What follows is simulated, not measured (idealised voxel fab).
process module | voxel gate over fins
cross-section cut | 220 nm wide | cells 5 nm
A cross-section is a grid of square cells, given in bands from the top down. A band is one or more rows of cells.
Each band's line starts with the height of the band's top and of its bottom, in nm. Then come its materials from left to right, each with its width in nm. One material with "throughout" fills the band from edge to edge. "air" is empty space.
Height 0 is the level under which the wafer as received is all one material. The lowest band goes on downwards, as in "0 down".
A width such as "30 to 40" changes by the same amount from each row of cells to the next, from the band's top row to its bottom row.
"no change" after a step means that no cell of the cross-section changed.
closed voids: empty space of 8 cells or more with no open way to the top, each as width x height at its distance from the left edge, in nm
after a step's settings: what the simulator itself notes on the step
overlay nm, on a step with a mask: how far to the right of its planned place the mask lay; to the left if negative
plan
1 op RECEIVE | material Si
2 op CONFORMAL_DEP | material SiN | thk nm 10
3 op PATTERN | tone cover | mask id FINS | material resist | width nm 15 | pitch nm 50 | thk nm 20 | overlay nm 0
4 op DIRECTIONAL_ETCH | etch materials SiN | depth nm 10
5 op DIRECTIONAL_ETCH | etch materials Si | depth nm 40
6 op STRIP | etch materials resist
7 op OXIDIZE | depth nm 5
8 op FILL_DEP | material SiO2 | thk nm 5
9 op CMP | height nm 10
10 op DIRECTIONAL_DEP | material aC | thk nm 10
11 op PATTERN | tone open | mask id RAIL | material resist | width nm 15 | thk nm 25 | overlay nm 0
12 op DIRECTIONAL_ETCH | etch materials aC | depth nm 10
13 op STRIP | etch materials resist
14 op DIRECTIONAL_ETCH | etch materials SiO2 | depth nm 45
15 op STRIP | etch materials aC
16 op CONFORMAL_DEP | material TiN | thk nm 5
17 op FILL_DEP | material W | thk nm 10
18 op CMP | height nm 10
19 op SELECTIVE_ETCH | etch materials W Ru TiN | depth nm 30
20 op FILL_DEP | material SiO2 | thk nm 5
21 op CMP | height nm 10
22 op SELECTIVE_ETCH | etch materials SiO2 | depth nm 20
23 op STRIP | etch materials SiN
24 op CONFORMAL_DEP | material HfO2 | thk nm 5
25 op CONFORMAL_DEP | material TiN | thk nm 5
26 op FILL_DEP | material W | thk nm 15
27 op CMP | height nm 20
28 op CONFORMAL_DEP | material SiCN | thk nm 5
as received, after step 1
  0 down: Si throughout
  closed voids: none
a wafer at the end: this start, this plan, one mistake
  25 to 20: SiCN throughout
  20 to 10: W throughout
  10 to 5: W 20 | TiN 25 | W 25 | TiN 25 | W 25 | TiN 25 | W 25 | TiN 25 | W 25
  5 to 0: W 20 | TiN 5 | HfO2 15 | TiN 5 | W 25 | TiN 5 | HfO2 15 | TiN 5 | W 25 | TiN 5 | HfO2 15 | TiN 5 | W 25 | TiN 5 | HfO2 15 | TiN 5 | W 25
  0 to -10: W 20 | TiN 5 | HfO2 5 | Si 5 | HfO2 5 | TiN 5 | W 25 | TiN 5 | HfO2 5 | Si 5 | HfO2 5 | TiN 5 | W 25 | TiN 5 | HfO2 5 | Si 5 | HfO2 5 | TiN 5 | W 25 | TiN 5 | HfO2 5 | Si 5 | HfO2 5 | TiN 5 | W 25
  -10 to -15: W 20 | TiN 5 | HfO2 5 | Si 5 | HfO2 5 | TiN 35 | HfO2 5 | Si 5 | HfO2 5 | TiN 5 | W 25 | TiN 5 | HfO2 5 | Si 5 | HfO2 5 | TiN 5 | W 25 | TiN 5 | HfO2 5 | Si 5 | HfO2 5 | TiN 5 | W 25
  -15 to -20: W 20 | TiN 5 | HfO2 5 | Si 5 | HfO2 5 | TiN 5 | HfO2 25 | TiN 5 | HfO2 5 | Si 5 | HfO2 5 | TiN 5 | W 25 | TiN 5 | HfO2 5 | Si 5 | HfO2 5 | TiN 5 | W 25 | TiN 5 | HfO2 5 | Si 5 | HfO2 5 | TiN 5 | W 25
  -20 to -25: TiN 25 | HfO2 5 | Si 5 | HfO2 5 | TiN 5 | HfO2 5 | TiN 5 | W 5 | TiN 5 | HfO2 5 | TiN 5 | HfO2 5 | Si 5 | HfO2 5 | TiN 35 | HfO2 5 | Si 5 | HfO2 5 | TiN 35 | HfO2 5 | Si 5 | HfO2 5 | TiN 30
  -25 to -30: HfO2 30 | Si 5 | HfO2 15 | TiN 5 | W 5 | TiN 5 | HfO2 15 | Si 5 | HfO2 45 | Si 5 | HfO2 45 | Si 5 | HfO2 35
  -30 to -35: SiO2 30 | Si 5 | SiO2 15 | TiN 15 | SiO2 15 | Si 5 | SiO2 45 | Si 5 | SiO2 45 | Si 5 | SiO2 35
  -35 to -45: SiO2 30 | Si 5 | SiO2 45 | Si 5 | SiO2 45 | Si 5 | SiO2 45 | Si 5 | SiO2 35
  -45 down: Si throughout
  closed voids: none
what went wrong: step 22 was run twice
